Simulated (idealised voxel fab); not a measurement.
Title: Process Module voxel capacitor over wiring
Square cell edge 5 nm, section width 245 nm, ID cut.
Each cross-section below is a grid of square cells, stated as bands in top-down order, with one or more rows of cells making up each band. Band entry format. Leading values: height of top, height of bottom, nm. Remainder: materials in left-to-right order, each with its width in nm. Special words: "edge to edge" on a single material, which then fills the band edge to edge; "empty", empty space. Height reference: 0 = level under which incoming wafer is all one material. Lowest band: no bottom, runs on downward, e.g. "z 0 and below". Width: "30 to 40" (first number = top row, second number = bottom row, same change from row to row of cells). Where the words "no change occurred" appear for a step, the cross-section shows no cell changed by that step; every cell remained as before. The entry titled "Sealed internal voids" provides the empty spaces that have no open way to the top, restricted to those of 8 cells or more. Each is presented as width x height at distance, the distance being measured from the left edge, with all three in nm. Whatever follows a step's settings on its line is a remark the simulator itself makes about that step. overlay nm: how far to the right of its planned place the mask lay on this masked step (negative: to the left).
This section lists the process steps that were planned:
1. RECEIVE: material Si
2. CONFORMAL_DEP: material SiO2, thk nm 15
3. DIRECTIONAL_DEP: material TiN, thk nm 5
4. DIRECTIONAL_DEP: material W, thk nm 15
5. MASKED_ETCH: tone cover, mask id METAL_1, width nm 20, pitch nm 85, etch materials W, depth nm 15, overlay nm 0
6. MASKED_ETCH: tone cover, mask id METAL_1, width nm 20, pitch nm 85, etch materials TiN, depth nm 5, overlay nm 0
7. CONFORMAL_DEP: material SiN, thk nm 5
8. FILL_DEP: material lowk, thk nm 10
9. CMP: height nm 35
10. CONFORMAL_DEP: material SiCN, thk nm 5
11. DIRECTIONAL_DEP: material lowk, thk nm 20
12. MASKED_ETCH: tone open, mask id PLUG_1, width nm 15, etch materials lowk, depth nm 20, overlay nm 0
13. MASKED_ETCH: tone open, mask id PLUG_1, width nm 15, etch materials SiCN, depth nm 5, overlay nm 0
14. EPI: material Ru, thk nm 10
15. EPI: material Ru, thk nm 10
16. EPI: material Ru, thk nm 5
17. DIRECTIONAL_DEP: material TiN, thk nm 5
18. DIRECTIONAL_DEP: material Al2O3, thk nm 5
19. DIRECTIONAL_DEP: material TiN, thk nm 5
20. PATTERN: tone cover, mask id UPPER_PLATE, material resist, width nm 70, thk nm 15, overlay nm 0
21. DIRECTIONAL_ETCH: etch materials TiN, depth nm 5
22. DIRECTIONAL_ETCH: etch materials Al2O3, depth nm 5
23. STRIP: etch materials resist
24. PATTERN: tone cover, mask id LOWER_PLATE, material resist, width nm 80, thk nm 20, overlay nm 0
25. DIRECTIONAL_ETCH: etch materials TiN, depth nm 5
26. STRIP: etch materials resist
27. FILL_DEP: material SiO2, thk nm 20
28. CMP: height nm 90
29. MASKED_ETCH: tone open, mask id PLUG_2, width nm 15, etch materials SiO2, depth nm 15, overlay nm 0
30. CONFORMAL_DEP: material TiN, thk nm 5
31. FILL_DEP: material Ru, thk nm 10
32. CMP: height nm 90
33. CONFORMAL_DEP: material SiN, thk nm 5
Cross-section of the wafer as it came to us, i.e., already through step 1:
* z 0 and below | Si edge to edge
* Sealed internal voids: none
Looking at the first of two wafers in cross-section at end of module - ran to plan:
* z 95 to 90 | SiN edge to edge
* z 90 to 80 | SiO2 (85) | TiN (5) | Ru (5) | TiN (5) | SiO2 (145)
* z 80 to 70 | SiO2 (85 to 75) | TiN (15 to 70) | SiO2 (145 to 100)
* z 70 to 65 | SiO2 (75) | Al2O3 (70) | SiO2 (100)
* z 65 to 60 | SiO2 (70) | TiN (80) | SiO2 (95)
* z 60 to 40 | lowk (75) | Ru (15) | lowk (155)
* z 40 to 35 | SiCN (75) | Ru (15) | SiCN (155)
* z 35 to 20 | lowk (65) | SiN (5) | W (20) | SiN (5) | lowk (55) | SiN (5) | W (20) | SiN (5) | lowk (65)
* z 20 to 15 | SiN (70) | TiN (20) | SiN (65) | TiN (20) | SiN (70)
* z 15 to 0 | SiO2 edge to edge
* z 0 and below | Si edge to edge
* Sealed internal voids: none
Presented here is a cross-section of the second of the two wafers as it stood at the end of the module. It was started in the same manner and assigned the same plan as the first wafer; however, one mistake was made in its execution:
* z 110 to 105 | SiN edge to edge
* z 105 to 95 | Ru edge to edge
* z 95 to 90 | TiN (90) | Ru (5) | TiN (150)
* z 90 to 80 | SiO2 (85) | TiN (5) | Ru (5) | TiN (5) | SiO2 (145)
* z 80 to 70 | SiO2 (85 to 75) | TiN (15 to 70) | SiO2 (145 to 100)
* z 70 to 65 | SiO2 (75) | Al2O3 (70) | SiO2 (100)
* z 65 to 60 | SiO2 (70) | TiN (80) | SiO2 (95)
* z 60 to 40 | lowk (75) | Ru (15) | lowk (155)
* z 40 to 35 | SiCN (75) | Ru (15) | SiCN (155)
* z 35 to 20 | lowk (65) | SiN (5) | W (20) | SiN (5) | lowk (55) | SiN (5) | W (20) | SiN (5) | lowk (65)
* z 20 to 15 | SiN (70) | TiN (20) | SiN (65) | TiN (20) | SiN (70)
* z 15 to 0 | SiO2 edge to edge
* z 0 and below | Si edge to edge
* Sealed internal voids: none
Finding, execution versus plan: heads up, step 32 of the plan was skipped and never actually ran
Heads up, by the end the second wafer has more or fewer cells of some materials compared to the first: Ru: 99 more | TiN: 48 more
